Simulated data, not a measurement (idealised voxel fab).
process module | voxel transistor to metal
cross-section cut | 155 nm wide | cells 5 nm
A cross-section is a grid of square cells, given in bands from the top down. A band is one or more rows of cells.
Each band's line starts with the height of the band's top and of its bottom, in nm. Then come its materials from left to right, each with its width in nm. One material with "throughout" fills the band from edge to edge. "air" is empty space.
Height 0 is the level under which the wafer as received is all one material. The lowest band goes on downwards, as in "0 down".
A width such as "30 to 40" changes by the same amount from each row of cells to the next, from the band's top row to its bottom row.
"no change" after a step means that no cell of the cross-section changed.
closed voids: empty space of 8 cells or more with no open way to the top, each as width x height at its distance from the left edge, in nm
after a step's settings: what the simulator itself notes on the step
overlay nm, on a step with a mask: how far to the right of its planned place the mask lay; to the left if negative
plan
1 op RECEIVE | material Si
2 op OXIDIZE | depth nm 5
3 op CONFORMAL_DEP | material SiN | thk nm 15
4 op MASKED_ETCH | tone cover | mask id ACTIVE | width nm 95 | etch materials SiN | depth nm 15 | overlay nm 0
5 op MASKED_ETCH | tone cover | mask id ACTIVE | width nm 95 | etch materials SiO2 | depth nm 5 | overlay nm 0
6 op MASKED_ETCH | tone cover | mask id ACTIVE | width nm 95 | etch materials Si | depth nm 25 | overlay nm 0
7 op OXIDIZE | depth nm 5
8 op FILL_DEP | material SiO2 | thk nm 5
9 op CMP | height nm 15
10 op SELECTIVE_ETCH | etch materials SiO2 | depth nm 10
11 op STRIP | etch materials SiN
12 op SELECTIVE_ETCH | etch materials SiO2 | depth nm 5
13 op OXIDIZE | depth nm 5
14 op DIRECTIONAL_DEP | material polySi | thk nm 20
15 op DIRECTIONAL_DEP | material SiCN | thk nm 10
16 op MASKED_ETCH | tone cover | mask id GATE | width nm 15 | etch materials SiCN | depth nm 20 | overlay nm 0
17 op MASKED_ETCH | tone cover | mask id GATE | width nm 15 | etch materials polySi | depth nm 30 | overlay nm 0
18 op CONFORMAL_DEP | material SiO2 | thk nm 5
19 op DIRECTIONAL_ETCH | etch materials SiO2 | depth nm 5
20 op CONFORMAL_DEP | material SiN | thk nm 10
21 op DIRECTIONAL_ETCH | etch materials SiN | depth nm 10
22 op DIRECTIONAL_ETCH | etch materials SiO2 | depth nm 5
23 op DIRECTIONAL_ETCH | etch materials Si | depth nm 15
24 op EPI | material pSi | thk nm 20
25 op FILL_DEP | material SiO2 | thk nm 10
26 op CMP | height nm 25
27 op DIRECTIONAL_DEP | material SiO2 | thk nm 15
28 op PATTERN | tone open | mask id CONTACT | material resist | width nm 20 | pitch nm 65 | thk nm 15 | overlay nm 0
29 op DIRECTIONAL_ETCH | etch materials SiO2 | depth nm 30
30 op STRIP | etch materials resist
31 op CONFORMAL_DEP | material TiN | thk nm 5
32 op FILL_DEP | material W | thk nm 5
33 op CMP | height nm 40
34 op DIRECTIONAL_DEP | material TiN | thk nm 5
35 op DIRECTIONAL_DEP | material Ru | thk nm 25
36 op PATTERN | tone cover | mask id METAL_1 | material resist | width nm 20 | pitch nm 65 | thk nm 15 | overlay nm 0
37 op DIRECTIONAL_ETCH | etch materials Ru | depth nm 25
38 op DIRECTIONAL_ETCH | etch materials TiN | depth nm 5
39 op STRIP | etch materials resist
40 op FILL_DEP | material lowk | thk nm 10
41 op CMP | height nm 70
42 op CONFORMAL_DEP | material SiCN | thk nm 5
43 op DIRECTIONAL_DEP | material SiO2 | thk nm 35
44 op MASKED_ETCH | tone open | mask id METAL_2_HOLES | width nm 15 | pitch nm 65 | etch materials SiO2 | depth nm 35 | overlay nm 0
45 op PATTERN | tone open | mask id METAL_2 | material resist | width nm 20 | pitch nm 65 | thk nm 20 | overlay nm 0
46 op DIRECTIONAL_ETCH | etch materials SiO2 | depth nm 20
47 op DIRECTIONAL_ETCH | etch materials SiCN | depth nm 5
48 op STRIP | etch materials resist
49 op CONFORMAL_DEP | material TiN | thk nm 5
50 op FILL_DEP | material Ru | thk nm 5
51 op CMP | height nm 110
52 op CONFORMAL_DEP | material SiCN | thk nm 5
first wafer, as planned
as received, after step 1
  0 down: Si throughout
  closed voids: none
after step 2
  0 to -5: SiO2 throughout
  below -5: unchanged
after step 3
  15 to 0: SiN throughout
  below 0: unchanged
after step 4
  15 to 0: air 30 | SiN 95 | air 30
  below 0: unchanged
after step 5
  15 to 0: air 30 | SiN 95 | air 30
  0 to -5: air 30 | SiO2 95 | air 30
  below -5: unchanged
after step 6
  15 to 0: air 30 | SiN 95 | air 30
  0 to -5: air 30 | SiO2 95 | air 30
  -5 to -30: air 30 | Si 95 | air 30
  below -30: unchanged
after step 7
  15 to 0: air 30 | SiN 95 | air 30
  0 to -5: air 30 | SiO2 95 | air 30
  -5 to -30: air 30 | SiO2 5 | Si 85 | SiO2 5 | air 30
  -30 to -35: SiO2 35 | Si 85 | SiO2 35
  below -35: unchanged
after step 8
  20 to 15: SiO2 throughout
  15 to 0: SiO2 30 | SiN 95 | SiO2 30
  0 to -5: SiO2 throughout
  -5 to -35: SiO2 35 | Si 85 | SiO2 35
  below -35: unchanged
after step 9
  15 to 0: SiO2 30 | SiN 95 | SiO2 30
  below 0: unchanged
after step 10
  15 to 5: air 30 | SiN 95 | air 30
  below 5: unchanged
after step 11
  5 to 0: SiO2 30 | air 95 | SiO2 30
  below 0: unchanged
after step 12
  0 to -5: SiO2 25 | air 105 | SiO2 25
  below -5: unchanged
after step 13
  0 to -5: SiO2 25 | air 105 | SiO2 25
  -5 to -10: SiO2 throughout
  below -10: unchanged
after step 14
  20 to 15: polySi 25 | air 105 | polySi 25
  15 to 0: polySi throughout
  0 to -5: SiO2 25 | polySi 105 | SiO2 25
  below -5: unchanged
after step 15
  30 to 25: SiCN 25 | air 105 | SiCN 25
  25 to 20: SiCN throughout
  20 to 15: polySi 25 | SiCN 105 | polySi 25
  below 15: unchanged
after step 16
  25 to 20: air 70 | SiCN 15 | air 70
  20 to 15: polySi 25 | air 45 | SiCN 15 | air 45 | polySi 25
  below 15: unchanged
after step 17
  25 to 15: air 70 | SiCN 15 | air 70
  15 to 0: air 70 | polySi 15 | air 70
  0 to -5: SiO2 25 | air 45 | polySi 15 | air 45 | SiO2 25
  below -5: unchanged
after step 18
  30 to 25: air 65 | SiO2 25 | air 65
  25 to 15: air 65 | SiO2 5 | SiCN 15 | SiO2 5 | air 65
  15 to 5: air 65 | SiO2 5 | polySi 15 | SiO2 5 | air 65
  5 to 0: SiO2 30 | air 35 | SiO2 5 | polySi 15 | SiO2 5 | air 35 | SiO2 30
  0 to -5: SiO2 70 | polySi 15 | SiO2 70
  below -5: unchanged
after step 19
  25 to 15: air 65 | SiO2 5 | SiCN 15 | SiO2 5 | air 65
  15 to 0: air 65 | SiO2 5 | polySi 15 | SiO2 5 | air 65
  0 to -5: SiO2 30 | air 35 | SiO2 5 | polySi 15 | SiO2 5 | air 35 | SiO2 30
  below -5: unchanged
after step 20
  35 to 25: air 55 | SiN 45 | air 55
  25 to 15: air 55 | SiN 10 | SiO2 5 | SiCN 15 | SiO2 5 | SiN 10 | air 55
  15 to 10: air 55 | SiN 10 | SiO2 5 | polySi 15 | SiO2 5 | SiN 10 | air 55
  10 to 5: SiN 40 | air 15 | SiN 10 | SiO2 5 | polySi 15 | SiO2 5 | SiN 10 | air 15 | SiN 40
  5 to 0: SiN 65 | SiO2 5 | polySi 15 | SiO2 5 | SiN 65
  0 to -5: SiO2 30 | SiN 35 | SiO2 5 | polySi 15 | SiO2 5 | SiN 35 | SiO2 30
  below -5: unchanged
after step 21
  25 to 15: air 55 | SiN 10 | SiO2 5 | SiCN 15 | SiO2 5 | SiN 10 | air 55
  15 to 0: air 55 | SiN 10 | SiO2 5 | polySi 15 | SiO2 5 | SiN 10 | air 55
  0 to -5: SiO2 30 | SiN 10 | air 15 | SiN 10 | SiO2 5 | polySi 15 | SiO2 5 | SiN 10 | air 15 | SiN 10 | SiO2 30
  below -5: unchanged
after step 22
  25 to 20: air 55 | SiN 10 | air 5 | SiCN 15 | air 5 | SiN 10 | air 55
  20 to 15: air 55 | SiN 10 | SiO2 5 | SiCN 15 | SiO2 5 | SiN 10 | air 55
  15 to 0: air 55 | SiN 10 | SiO2 5 | polySi 15 | SiO2 5 | SiN 10 | air 55
  0 to -5: air 30 | SiN 10 | air 15 | SiN 10 | SiO2 5 | polySi 15 | SiO2 5 | SiN 10 | air 15 | SiN 10 | air 30
  -5 to -10: SiO2 40 | air 15 | SiO2 45 | air 15 | SiO2 40
  below -10: unchanged
after step 23
  25 to 20: air 55 | SiN 10 | air 5 | SiCN 15 | air 5 | SiN 10 | air 55
  20 to 15: air 55 | SiN 10 | SiO2 5 | SiCN 15 | SiO2 5 | SiN 10 | air 55
  15 to 0: air 55 | SiN 10 | SiO2 5 | polySi 15 | SiO2 5 | SiN 10 | air 55
  0 to -5: air 30 | SiN 10 | air 15 | SiN 10 | SiO2 5 | polySi 15 | SiO2 5 | SiN 10 | air 15 | SiN 10 | air 30
  -5 to -10: SiO2 40 | air 15 | SiO2 45 | air 15 | SiO2 40
  -10 to -25: SiO2 35 | Si 5 | air 15 | Si 45 | air 15 | Si 5 | SiO2 35
  below -25: unchanged
after step 24
  25 to 20: air 55 | SiN 10 | air 5 | SiCN 15 | air 5 | SiN 10 | air 55
  20 to 15: air 55 | SiN 10 | SiO2 5 | SiCN 15 | SiO2 5 | SiN 10 | air 55
  15 to 10: air 55 | SiN 10 | SiO2 5 | polySi 15 | SiO2 5 | SiN 10 | air 55
  10 to 0: air 30 | pSi 25 | SiN 10 | SiO2 5 | polySi 15 | SiO2 5 | SiN 10 | pSi 25 | air 30
  0 to -5: air 30 | SiN 10 | pSi 15 | SiN 10 | SiO2 5 | polySi 15 | SiO2 5 | SiN 10 | pSi 15 | SiN 10 | air 30
  -5 to -10: SiO2 40 | pSi 15 | SiO2 45 | pSi 15 | SiO2 40
  -10 to -25: SiO2 35 | Si 5 | pSi 15 | Si 45 | pSi 15 | Si 5 | SiO2 35
  below -25: unchanged
after step 25
  35 to 25: SiO2 throughout
  25 to 15: SiO2 55 | SiN 10 | SiO2 5 | SiCN 15 | SiO2 5 | SiN 10 | SiO2 55
  15 to 10: SiO2 55 | SiN 10 | SiO2 5 | polySi 15 | SiO2 5 | SiN 10 | SiO2 55
  10 to 0: SiO2 30 | pSi 25 | SiN 10 | SiO2 5 | polySi 15 | SiO2 5 | SiN 10 | pSi 25 | SiO2 30
  0 to -5: SiO2 30 | SiN 10 | pSi 15 | SiN 10 | SiO2 5 | polySi 15 | SiO2 5 | SiN 10 | pSi 15 | SiN 10 | SiO2 30
  below -5: unchanged
after step 26
  25 to 15: SiO2 55 | SiN 10 | SiO2 5 | SiCN 15 | SiO2 5 | SiN 10 | SiO2 55
  below 15: unchanged
after step 27
  40 to 25: SiO2 throughout
  below 25: unchanged
after step 28
  55 to 40: resist 35 | air 20 | resist 45 | air 20 | resist 35
  below 40: unchanged
after step 29
  55 to 40: resist 35 | air 20 | resist 45 | air 20 | resist 35
  40 to 25: SiO2 35 | air 20 | SiO2 45 | air 20 | SiO2 35
  25 to 15: SiO2 35 | air 20 | SiN 10 | SiO2 5 | SiCN 15 | SiO2 5 | SiN 10 | air 20 | SiO2 35
  15 to 10: SiO2 35 | air 20 | SiN 10 | SiO2 5 | polySi 15 | SiO2 5 | SiN 10 | air 20 | SiO2 35
  below 10: unchanged
after step 30
  40 to 25: SiO2 35 | air 20 | SiO2 45 | air 20 | SiO2 35
  below 25: unchanged
after step 31
  45 to 40: TiN 40 | air 10 | TiN 55 | air 10 | TiN 40
  40 to 25: SiO2 35 | TiN 5 | air 10 | TiN 5 | SiO2 45 | TiN 5 | air 10 | TiN 5 | SiO2 35
  25 to 15: SiO2 35 | TiN 5 | air 10 | TiN 5 | SiN 10 | SiO2 5 | SiCN 15 | SiO2 5 | SiN 10 | TiN 5 | air 10 | TiN 5 | SiO2 35
  15 to 10: SiO2 35 | TiN 20 | SiN 10 | SiO2 5 | polySi 15 | SiO2 5 | SiN 10 | TiN 20 | SiO2 35
  below 10: unchanged
after step 32
  50 to 45: W throughout
  45 to 40: TiN 40 | W 10 | TiN 55 | W 10 | TiN 40
  40 to 25: SiO2 35 | TiN 5 | W 10 | TiN 5 | SiO2 45 | TiN 5 | W 10 | TiN 5 | SiO2 35
  25 to 15: SiO2 35 | TiN 5 | W 10 | TiN 5 | SiN 10 | SiO2 5 | SiCN 15 | SiO2 5 | SiN 10 | TiN 5 | W 10 | TiN 5 | SiO2 35
  below 15: unchanged
after step 33
  40 to 25: SiO2 35 | TiN 5 | W 10 | TiN 5 | SiO2 45 | TiN 5 | W 10 | TiN 5 | SiO2 35
  below 25: unchanged
after step 34
  45 to 40: TiN throughout
  below 40: unchanged
after step 35
  70 to 45: Ru throughout
  below 45: unchanged
after step 36
  85 to 70: air 35 | resist 20 | air 45 | resist 20 | air 35
  below 70: unchanged
after step 37
  85 to 70: air 35 | resist 20 | air 45 | resist 20 | air 35
  70 to 45: air 35 | Ru 20 | air 45 | Ru 20 | air 35
  below 45: unchanged
after step 38
  85 to 70: air 35 | resist 20 | air 45 | resist 20 | air 35
  70 to 45: air 35 | Ru 20 | air 45 | Ru 20 | air 35
  45 to 40: air 35 | TiN 20 | air 45 | TiN 20 | air 35
  below 40: unchanged
after step 39
  70 to 45: air 35 | Ru 20 | air 45 | Ru 20 | air 35
  below 45: unchanged
after step 40
  80 to 70: lowk throughout
  70 to 45: lowk 35 | Ru 20 | lowk 45 | Ru 20 | lowk 35
  45 to 40: lowk 35 | TiN 20 | lowk 45 | TiN 20 | lowk 35
  below 40: unchanged
after step 41
  70 to 45: lowk 35 | Ru 20 | lowk 45 | Ru 20 | lowk 35
  below 45: unchanged
after step 42
  75 to 70: SiCN throughout
  below 70: unchanged
after step 43
  110 to 75: SiO2 throughout
  below 75: unchanged
after step 44
  110 to 75: SiO2 35 | air 15 | SiO2 50 | air 15 | SiO2 40
  below 75: unchanged
after step 45
  130 to 110: resist 35 | air 20 | resist 45 | air 20 | resist 35
  below 110: unchanged
after step 46
  130 to 110: resist 35 | air 20 | resist 45 | air 20 | resist 35
  110 to 90: SiO2 35 | air 20 | SiO2 45 | air 20 | SiO2 35
  below 90: unchanged
after step 47
  130 to 110: resist 35 | air 20 | resist 45 | air 20 | resist 35
  110 to 90: SiO2 35 | air 20 | SiO2 45 | air 20 | SiO2 35
  90 to 75: SiO2 35 | air 15 | SiO2 50 | air 15 | SiO2 40
  75 to 70: SiCN 35 | air 15 | SiCN 50 | air 15 | SiCN 40
  below 70: unchanged
after step 48
  110 to 90: SiO2 35 | air 20 | SiO2 45 | air 20 | SiO2 35
  below 90: unchanged
after step 49
  115 to 110: TiN 40 | air 10 | TiN 55 | air 10 | TiN 40
  110 to 95: SiO2 35 | TiN 5 | air 10 | TiN 5 | SiO2 45 | TiN 5 | air 10 | TiN 5 | SiO2 35
  95 to 90: SiO2 35 | TiN 5 | air 5 | TiN 10 | SiO2 45 | TiN 5 | air 5 | TiN 10 | SiO2 35
  90 to 75: SiO2 35 | TiN 5 | air 5 | TiN 5 | SiO2 50 | TiN 5 | air 5 | TiN 5 | SiO2 40
  75 to 70: SiCN 35 | TiN 15 | SiCN 50 | TiN 15 | SiCN 40
  below 70: unchanged
after step 50
  120 to 115: Ru throughout
  115 to 110: TiN 40 | Ru 10 | TiN 55 | Ru 10 | TiN 40
  110 to 95: SiO2 35 | TiN 5 | Ru 10 | TiN 5 | SiO2 45 | TiN 5 | Ru 10 | TiN 5 | SiO2 35
  95 to 90: SiO2 35 | TiN 5 | Ru 5 | TiN 10 | SiO2 45 | TiN 5 | Ru 5 | TiN 10 | SiO2 35
  90 to 75: SiO2 35 | TiN 5 | Ru 5 | TiN 5 | SiO2 50 | TiN 5 | Ru 5 | TiN 5 | SiO2 40
  below 75: unchanged
after step 51
  110 to 95: SiO2 35 | TiN 5 | Ru 10 | TiN 5 | SiO2 45 | TiN 5 | Ru 10 | TiN 5 | SiO2 35
  below 95: unchanged
after step 52
  115 to 110: SiCN throughout
  below 110: unchanged
second wafer: like start, like plan, one mistake. Through step 3 it matches the first wafer
when step 4 should have ended
  15 to 0: air 25 | SiN 95 | air 35
  below 0: unchanged
when step 5 should have ended
  15 to 0: air 25 | SiN 95 | air 35
  0 to -5: air 25 | SiO2 100 | air 30
  below -5: unchanged
when step 6 should have ended
  15 to 0: air 25 | SiN 95 | air 35
  0 to -5: air 25 | SiO2 100 | air 30
  -5 to -30: air 25 | Si 100 | air 30
  below -30: unchanged
when step 7 should have ended
  15 to 0: air 25 | SiN 95 | air 35
  0 to -5: air 25 | SiO2 100 | air 30
  -5 to -30: air 25 | SiO2 5 | Si 90 | SiO2 5 | air 30
  -30 to -35: SiO2 30 | Si 90 | SiO2 35
  below -35: unchanged
when step 8 should have ended
  20 to 15: SiO2 throughout
  15 to 0: SiO2 25 | SiN 95 | SiO2 35
  0 to -5: SiO2 throughout
  -5 to -35: SiO2 30 | Si 90 | SiO2 35
  below -35: unchanged
when step 9 should have ended
  15 to 0: SiO2 25 | SiN 95 | SiO2 35
  below 0: unchanged
when step 10 should have ended
  15 to 5: air 25 | SiN 95 | air 35
  below 5: unchanged
when step 11 should have ended
  5 to 0: SiO2 25 | air 95 | SiO2 35
  below 0: unchanged
when step 12 should have ended
  0 to -5: SiO2 20 | air 105 | SiO2 30
  below -5: unchanged
when step 13 should have ended
  0 to -5: SiO2 20 | air 105 | SiO2 30
  -5 to -10: SiO2 throughout
  below -10: unchanged
when step 14 should have ended
  20 to 15: polySi 20 | air 105 | polySi 30
  15 to 0: polySi throughout
  0 to -5: SiO2 20 | polySi 105 | SiO2 30
  below -5: unchanged
when step 15 should have ended
  30 to 25: SiCN 20 | air 105 | SiCN 30
  25 to 20: SiCN throughout
  20 to 15: polySi 20 | SiCN 105 | polySi 30
  below 15: unchanged
when step 16 should have ended
  25 to 20: air 70 | SiCN 15 | air 70
  20 to 15: polySi 20 | air 50 | SiCN 15 | air 40 | polySi 30
  below 15: unchanged
when step 17 should have ended
  25 to 15: air 70 | SiCN 15 | air 70
  15 to 0: air 70 | polySi 15 | air 70
  0 to -5: SiO2 20 | air 50 | polySi 15 | air 40 | SiO2 30
  below -5: unchanged
when step 18 should have ended
  30 to 25: air 65 | SiO2 25 | air 65
  25 to 15: air 65 | SiO2 5 | SiCN 15 | SiO2 5 | air 65
  15 to 5: air 65 | SiO2 5 | polySi 15 | SiO2 5 | air 65
  5 to 0: SiO2 25 | air 40 | SiO2 5 | polySi 15 | SiO2 5 | air 30 | SiO2 35
  0 to -5: SiO2 70 | polySi 15 | SiO2 70
  below -5: unchanged
when step 19 should have ended
  25 to 15: air 65 | SiO2 5 | SiCN 15 | SiO2 5 | air 65
  15 to 0: air 65 | SiO2 5 | polySi 15 | SiO2 5 | air 65
  0 to -5: SiO2 25 | air 40 | SiO2 5 | polySi 15 | SiO2 5 | air 30 | SiO2 35
  below -5: unchanged
when step 20 should have ended
  35 to 25: air 55 | SiN 45 | air 55
  25 to 15: air 55 | SiN 10 | SiO2 5 | SiCN 15 | SiO2 5 | SiN 10 | air 55
  15 to 10: air 55 | SiN 10 | SiO2 5 | polySi 15 | SiO2 5 | SiN 10 | air 55
  10 to 5: SiN 35 | air 20 | SiN 10 | SiO2 5 | polySi 15 | SiO2 5 | SiN 10 | air 10 | SiN 45
  5 to 0: SiN 65 | SiO2 5 | polySi 15 | SiO2 5 | SiN 65
  0 to -5: SiO2 25 | SiN 40 | SiO2 5 | polySi 15 | SiO2 5 | SiN 30 | SiO2 35
  below -5: unchanged
when step 21 should have ended
  25 to 15: air 55 | SiN 10 | SiO2 5 | SiCN 15 | SiO2 5 | SiN 10 | air 55
  15 to 0: air 55 | SiN 10 | SiO2 5 | polySi 15 | SiO2 5 | SiN 10 | air 55
  0 to -5: SiO2 25 | SiN 10 | air 20 | SiN 10 | SiO2 5 | polySi 15 | SiO2 5 | SiN 10 | air 10 | SiN 10 | SiO2 35
  below -5: unchanged
when step 22 should have ended
  25 to 20: air 55 | SiN 10 | air 5 | SiCN 15 | air 5 | SiN 10 | air 55
  20 to 15: air 55 | SiN 10 | SiO2 5 | SiCN 15 | SiO2 5 | SiN 10 | air 55
  15 to 0: air 55 | SiN 10 | SiO2 5 | polySi 15 | SiO2 5 | SiN 10 | air 55
  0 to -5: air 25 | SiN 10 | air 20 | SiN 10 | SiO2 5 | polySi 15 | SiO2 5 | SiN 10 | air 10 | SiN 10 | air 35
  -5 to -10: SiO2 35 | air 20 | SiO2 45 | air 10 | SiO2 45
  below -10: unchanged
when step 23 should have ended
  25 to 20: air 55 | SiN 10 | air 5 | SiCN 15 | air 5 | SiN 10 | air 55
  20 to 15: air 55 | SiN 10 | SiO2 5 | SiCN 15 | SiO2 5 | SiN 10 | air 55
  15 to 0: air 55 | SiN 10 | SiO2 5 | polySi 15 | SiO2 5 | SiN 10 | air 55
  0 to -5: air 25 | SiN 10 | air 20 | SiN 10 | SiO2 5 | polySi 15 | SiO2 5 | SiN 10 | air 10 | SiN 10 | air 35
  -5 to -10: SiO2 35 | air 20 | SiO2 45 | air 10 | SiO2 45
  -10 to -25: SiO2 30 | Si 5 | air 20 | Si 45 | air 10 | Si 10 | SiO2 35
  below -25: unchanged
when step 24 should have ended
  25 to 20: air 55 | SiN 10 | air 5 | SiCN 15 | air 5 | SiN 10 | air 55
  20 to 15: air 55 | SiN 10 | SiO2 5 | SiCN 15 | SiO2 5 | SiN 10 | air 55
  15 to 10: air 55 | SiN 10 | SiO2 5 | polySi 15 | SiO2 5 | SiN 10 | air 55
  10 to 0: air 25 | pSi 30 | SiN 10 | SiO2 5 | polySi 15 | SiO2 5 | SiN 10 | pSi 20 | air 35
  0 to -5: air 25 | SiN 10 | pSi 20 | SiN 10 | SiO2 5 | polySi 15 | SiO2 5 | SiN 10 | pSi 10 | SiN 10 | air 35
  -5 to -10: SiO2 35 | pSi 20 | SiO2 45 | pSi 10 | SiO2 45
  -10 to -25: SiO2 30 | Si 5 | pSi 20 | Si 45 | pSi 10 | Si 10 | SiO2 35
  below -25: unchanged
when step 25 should have ended
  35 to 25: SiO2 throughout
  25 to 15: SiO2 55 | SiN 10 | SiO2 5 | SiCN 15 | SiO2 5 | SiN 10 | SiO2 55
  15 to 10: SiO2 55 | SiN 10 | SiO2 5 | polySi 15 | SiO2 5 | SiN 10 | SiO2 55
  10 to 0: SiO2 25 | pSi 30 | SiN 10 | SiO2 5 | polySi 15 | SiO2 5 | SiN 10 | pSi 20 | SiO2 35
  0 to -5: SiO2 25 | SiN 10 | pSi 20 | SiN 10 | SiO2 5 | polySi 15 | SiO2 5 | SiN 10 | pSi 10 | SiN 10 | SiO2 35
  below -5: unchanged
when step 26 should have ended
  25 to 15: SiO2 55 | SiN 10 | SiO2 5 | SiCN 15 | SiO2 5 | SiN 10 | SiO2 55
  below 15: unchanged
when step 27 should have ended
  40 to 25: SiO2 throughout
  below 25: unchanged
when step 28 should have ended
  55 to 40: resist 35 | air 20 | resist 45 | air 20 | resist 35
  below 40: unchanged
when step 29 should have ended
  55 to 40: resist 35 | air 20 | resist 45 | air 20 | resist 35
  40 to 25: SiO2 35 | air 20 | SiO2 45 | air 20 | SiO2 35
  25 to 15: SiO2 35 | air 20 | SiN 10 | SiO2 5 | SiCN 15 | SiO2 5 | SiN 10 | air 20 | SiO2 35
  15 to 10: SiO2 35 | air 20 | SiN 10 | SiO2 5 | polySi 15 | SiO2 5 | SiN 10 | air 20 | SiO2 35
  below 10: unchanged
when step 30 should have ended
  40 to 25: SiO2 35 | air 20 | SiO2 45 | air 20 | SiO2 35
  below 25: unchanged
when step 31 should have ended
  45 to 40: TiN 40 | air 10 | TiN 55 | air 10 | TiN 40
  40 to 25: SiO2 35 | TiN 5 | air 10 | TiN 5 | SiO2 45 | TiN 5 | air 10 | TiN 5 | SiO2 35
  25 to 15: SiO2 35 | TiN 5 | air 10 | TiN 5 | SiN 10 | SiO2 5 | SiCN 15 | SiO2 5 | SiN 10 | TiN 5 | air 10 | TiN 5 | SiO2 35
  15 to 10: SiO2 35 | TiN 20 | SiN 10 | SiO2 5 | polySi 15 | SiO2 5 | SiN 10 | TiN 20 | SiO2 35
  below 10: unchanged
when step 32 should have ended
  50 to 45: W throughout
  45 to 40: TiN 40 | W 10 | TiN 55 | W 10 | TiN 40
  40 to 25: SiO2 35 | TiN 5 | W 10 | TiN 5 | SiO2 45 | TiN 5 | W 10 | TiN 5 | SiO2 35
  25 to 15: SiO2 35 | TiN 5 | W 10 | TiN 5 | SiN 10 | SiO2 5 | SiCN 15 | SiO2 5 | SiN 10 | TiN 5 | W 10 | TiN 5 | SiO2 35
  below 15: unchanged
when step 33 should have ended
  40 to 25: SiO2 35 | TiN 5 | W 10 | TiN 5 | SiO2 45 | TiN 5 | W 10 | TiN 5 | SiO2 35
  below 25: unchanged
when step 34 should have ended
  45 to 40: TiN throughout
  below 40: unchanged
when step 35 should have ended
  70 to 45: Ru throughout
  below 45: unchanged
when step 36 should have ended
  85 to 70: air 35 | resist 20 | air 45 | resist 20 | air 35
  below 70: unchanged
when step 37 should have ended
  85 to 70: air 35 | resist 20 | air 45 | resist 20 | air 35
  70 to 45: air 35 | Ru 20 | air 45 | Ru 20 | air 35
  below 45: unchanged
when step 38 should have ended
  85 to 70: air 35 | resist 20 | air 45 | resist 20 | air 35
  70 to 45: air 35 | Ru 20 | air 45 | Ru 20 | air 35
  45 to 40: air 35 | TiN 20 | air 45 | TiN 20 | air 35
  below 40: unchanged
when step 39 should have ended
  70 to 45: air 35 | Ru 20 | air 45 | Ru 20 | air 35
  below 45: unchanged
when step 40 should have ended
  80 to 70: lowk throughout
  70 to 45: lowk 35 | Ru 20 | lowk 45 | Ru 20 | lowk 35
  45 to 40: lowk 35 | TiN 20 | lowk 45 | TiN 20 | lowk 35
  below 40: unchanged
when step 41 should have ended
  70 to 45: lowk 35 | Ru 20 | lowk 45 | Ru 20 | lowk 35
  below 45: unchanged
when step 42 should have ended
  75 to 70: SiCN throughout
  below 70: unchanged
when step 43 should have ended
  110 to 75: SiO2 throughout
  below 75: unchanged
when step 44 should have ended
  110 to 75: SiO2 35 | air 15 | SiO2 50 | air 15 | SiO2 40
  below 75: unchanged
when step 45 should have ended
  130 to 110: resist 35 | air 20 | resist 45 | air 20 | resist 35
  below 110: unchanged
when step 46 should have ended
  130 to 110: resist 35 | air 20 | resist 45 | air 20 | resist 35
  110 to 90: SiO2 35 | air 20 | SiO2 45 | air 20 | SiO2 35
  below 90: unchanged
when step 47 should have ended
  130 to 110: resist 35 | air 20 | resist 45 | air 20 | resist 35
  110 to 90: SiO2 35 | air 20 | SiO2 45 | air 20 | SiO2 35
  90 to 75: SiO2 35 | air 15 | SiO2 50 | air 15 | SiO2 40
  75 to 70: SiCN 35 | air 15 | SiCN 50 | air 15 | SiCN 40
  below 70: unchanged
when step 48 should have ended
  110 to 90: SiO2 35 | air 20 | SiO2 45 | air 20 | SiO2 35
  below 90: unchanged
when step 49 should have ended
  115 to 110: TiN 40 | air 10 | TiN 55 | air 10 | TiN 40
  110 to 95: SiO2 35 | TiN 5 | air 10 | TiN 5 | SiO2 45 | TiN 5 | air 10 | TiN 5 | SiO2 35
  95 to 90: SiO2 35 | TiN 5 | air 5 | TiN 10 | SiO2 45 | TiN 5 | air 5 | TiN 10 | SiO2 35
  90 to 75: SiO2 35 | TiN 5 | air 5 | TiN 5 | SiO2 50 | TiN 5 | air 5 | TiN 5 | SiO2 40
  75 to 70: SiCN 35 | TiN 15 | SiCN 50 | TiN 15 | SiCN 40
  below 70: unchanged
when step 50 should have ended
  120 to 115: Ru throughout
  115 to 110: TiN 40 | Ru 10 | TiN 55 | Ru 10 | TiN 40
  110 to 95: SiO2 35 | TiN 5 | Ru 10 | TiN 5 | SiO2 45 | TiN 5 | Ru 10 | TiN 5 | SiO2 35
  95 to 90: SiO2 35 | TiN 5 | Ru 5 | TiN 10 | SiO2 45 | TiN 5 | Ru 5 | TiN 10 | SiO2 35
  90 to 75: SiO2 35 | TiN 5 | Ru 5 | TiN 5 | SiO2 50 | TiN 5 | Ru 5 | TiN 5 | SiO2 40
  below 75: unchanged
when step 51 should have ended
  110 to 95: SiO2 35 | TiN 5 | Ru 10 | TiN 5 | SiO2 45 | TiN 5 | Ru 10 | TiN 5 | SiO2 35
  below 95: unchanged
when step 52 should have ended
  115 to 110: SiCN throughout
  below 110: unchanged
what went wrong: step 4 ran as: op MASKED_ETCH | tone cover | mask id ACTIVE | width nm 95 | etch materials SiN | depth nm 15 | overlay nm -5
at the end the second wafer has, in cells: 5 more of Si | 5 fewer of SiO2
